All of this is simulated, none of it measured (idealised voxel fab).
process module | voxel quadruple lines
cross-section cut | 240 nm wide | cells 5 nm
A cross-section is a grid of square cells, given in bands from the top down. A band is one or more rows of cells.
Each band's line starts with the height of the band's top and of its bottom, in nm. Then come its materials from left to right, each with its width in nm. One material with "throughout" fills the band from edge to edge. "air" is empty space.
Height 0 is the level under which the wafer as received is all one material. The lowest band goes on downwards, as in "0 down".
A width such as "30 to 40" changes by the same amount from each row of cells to the next, from the band's top row to its bottom row.
"no change" after a step means that no cell of the cross-section changed.
closed voids: empty space of 8 cells or more with no open way to the top, each as width x height at its distance from the left edge, in nm
after a step's settings: what the simulator itself notes on the step
overlay nm, on a step with a mask: how far to the right of its planned place the mask lay; to the left if negative
plan
1 op RECEIVE | material Si
2 op CONFORMAL_DEP | material SiO2 | thk nm 10
3 op DIRECTIONAL_DEP | material TiN | thk nm 15
4 op DIRECTIONAL_DEP | material polySi | thk nm 20
5 op DIRECTIONAL_DEP | material aC | thk nm 20
6 op PATTERN | tone cover | mask id MANDREL | material resist | width nm 30 | thk nm 30 | overlay nm 0
7 op DIRECTIONAL_ETCH | etch materials aC | depth nm 20
8 op STRIP | etch materials resist
9 op CONFORMAL_DEP | material SiO2 | thk nm 10
10 op DIRECTIONAL_ETCH | etch materials SiO2 | depth nm 10
11 op STRIP | etch materials aC
12 op DIRECTIONAL_ETCH | etch materials polySi | depth nm 20
13 op STRIP | etch materials SiO2
14 op CONFORMAL_DEP | material SiCN | thk nm 10
15 op DIRECTIONAL_ETCH | etch materials SiCN | depth nm 10
16 op STRIP | etch materials polySi
17 op DIRECTIONAL_ETCH | etch materials TiN | depth nm 15
18 op STRIP | etch materials SiCN
first wafer, as planned
as received, after step 1
  0 down: Si throughout
  closed voids: none
after step 2
  10 to 0: SiO2 throughout
  below 0: unchanged
after step 3
  25 to 10: TiN throughout
  below 10: unchanged
after step 4
  45 to 25: polySi throughout
  below 25: unchanged
after step 5
  65 to 45: aC throughout
  below 45: unchanged
after step 6
  95 to 65: air 105 | resist 30 | air 105
  below 65: unchanged
after step 7
  75 to 65: air 105 | resist 30 | air 105
  65 to 45: air 105 | aC 30 | air 105
  below 45: unchanged
after step 8
  65 to 45: air 105 | aC 30 | air 105
  below 45: unchanged
after step 9
  75 to 65: air 95 | SiO2 50 | air 95
  65 to 55: air 95 | SiO2 10 | aC 30 | SiO2 10 | air 95
  55 to 45: SiO2 105 | aC 30 | SiO2 105
  below 45: unchanged
after step 10
  65 to 45: air 95 | SiO2 10 | aC 30 | SiO2 10 | air 95
  below 45: unchanged
after step 11
  65 to 45: air 95 | SiO2 10 | air 30 | SiO2 10 | air 95
  below 45: unchanged
after step 12
  65 to 45: air 95 | SiO2 10 | air 30 | SiO2 10 | air 95
  45 to 25: air 95 | polySi 10 | air 30 | polySi 10 | air 95
  below 25: unchanged
after step 13
  45 to 25: air 95 | polySi 10 | air 30 | polySi 10 | air 95
  below 25: unchanged
after step 14
  55 to 45: air 85 | SiCN 30 | air 10 | SiCN 30 | air 85
  45 to 35: air 85 | SiCN 10 | polySi 10 | SiCN 10 | air 10 | SiCN 10 | polySi 10 | SiCN 10 | air 85
  35 to 25: SiCN 95 | polySi 10 | SiCN 30 | polySi 10 | SiCN 95
  below 25: unchanged
after step 15
  45 to 25: air 85 | SiCN 10 | polySi 10 | SiCN 10 | air 10 | SiCN 10 | polySi 10 | SiCN 10 | air 85
  below 25: unchanged
after step 16
  45 to 25: air 85 | SiCN 10 | air 10 | SiCN 10 | air 10 | SiCN 10 | air 10 | SiCN 10 | air 85
  below 25: unchanged
after step 17
  45 to 25: air 85 | SiCN 10 | air 10 | SiCN 10 | air 10 | SiCN 10 | air 10 | SiCN 10 | air 85
  25 to 10: air 85 | TiN 10 | air 10 | TiN 10 | air 10 | TiN 10 | air 10 | TiN 10 | air 85
  below 10: unchanged
after step 18
  25 to 10: air 85 | TiN 10 | air 10 | TiN 10 | air 10 | TiN 10 | air 10 | TiN 10 | air 85
  below 10: unchanged
second wafer: like start, like plan, one mistake. Through step 1 it matches the first wafer
when step 2 should have ended: no change
when step 3 should have ended
  15 to 0: TiN throughout
  below 0: unchanged
when step 4 should have ended
  35 to 15: polySi throughout
  below 15: unchanged
when step 5 should have ended
  55 to 35: aC throughout
  below 35: unchanged
when step 6 should have ended
  85 to 55: air 105 | resist 30 | air 105
  below 55: unchanged
when step 7 should have ended
  65 to 55: air 105 | resist 30 | air 105
  55 to 35: air 105 | aC 30 | air 105
  below 35: unchanged
when step 8 should have ended
  55 to 35: air 105 | aC 30 | air 105
  below 35: unchanged
when step 9 should have ended
  65 to 55: air 95 | SiO2 50 | air 95
  55 to 45: air 95 | SiO2 10 | aC 30 | SiO2 10 | air 95
  45 to 35: SiO2 105 | aC 30 | SiO2 105
  below 35: unchanged
when step 10 should have ended
  55 to 35: air 95 | SiO2 10 | aC 30 | SiO2 10 | air 95
  below 35: unchanged
when step 11 should have ended
  55 to 35: air 95 | SiO2 10 | air 30 | SiO2 10 | air 95
  below 35: unchanged
when step 12 should have ended
  55 to 35: air 95 | SiO2 10 | air 30 | SiO2 10 | air 95
  35 to 15: air 95 | polySi 10 | air 30 | polySi 10 | air 95
  below 15: unchanged
when step 13 should have ended
  35 to 15: air 95 | polySi 10 | air 30 | polySi 10 | air 95
  below 15: unchanged
when step 14 should have ended
  45 to 35: air 85 | SiCN 30 | air 10 | SiCN 30 | air 85
  35 to 25: air 85 | SiCN 10 | polySi 10 | SiCN 10 | air 10 | SiCN 10 | polySi 10 | SiCN 10 | air 85
  25 to 15: SiCN 95 | polySi 10 | SiCN 30 | polySi 10 | SiCN 95
  below 15: unchanged
when step 15 should have ended
  35 to 15: air 85 | SiCN 10 | polySi 10 | SiCN 10 | air 10 | SiCN 10 | polySi 10 | SiCN 10 | air 85
  below 15: unchanged
when step 16 should have ended
  35 to 15: air 85 | SiCN 10 | air 10 | SiCN 10 | air 10 | SiCN 10 | air 10 | SiCN 10 | air 85
  below 15: unchanged
when step 17 should have ended
  35 to 15: air 85 | SiCN 10 | air 10 | SiCN 10 | air 10 | SiCN 10 | air 10 | SiCN 10 | air 85
  15 to 0: air 85 | TiN 10 | air 10 | TiN 10 | air 10 | TiN 10 | air 10 | TiN 10 | air 85
  below 0: unchanged
when step 18 should have ended
  15 to 0: air 85 | TiN 10 | air 10 | TiN 10 | air 10 | TiN 10 | air 10 | TiN 10 | air 85
  below 0: unchanged
what went wrong: step 2 was left out
at the end the second wafer has, in cells: 96 fewer of SiO2
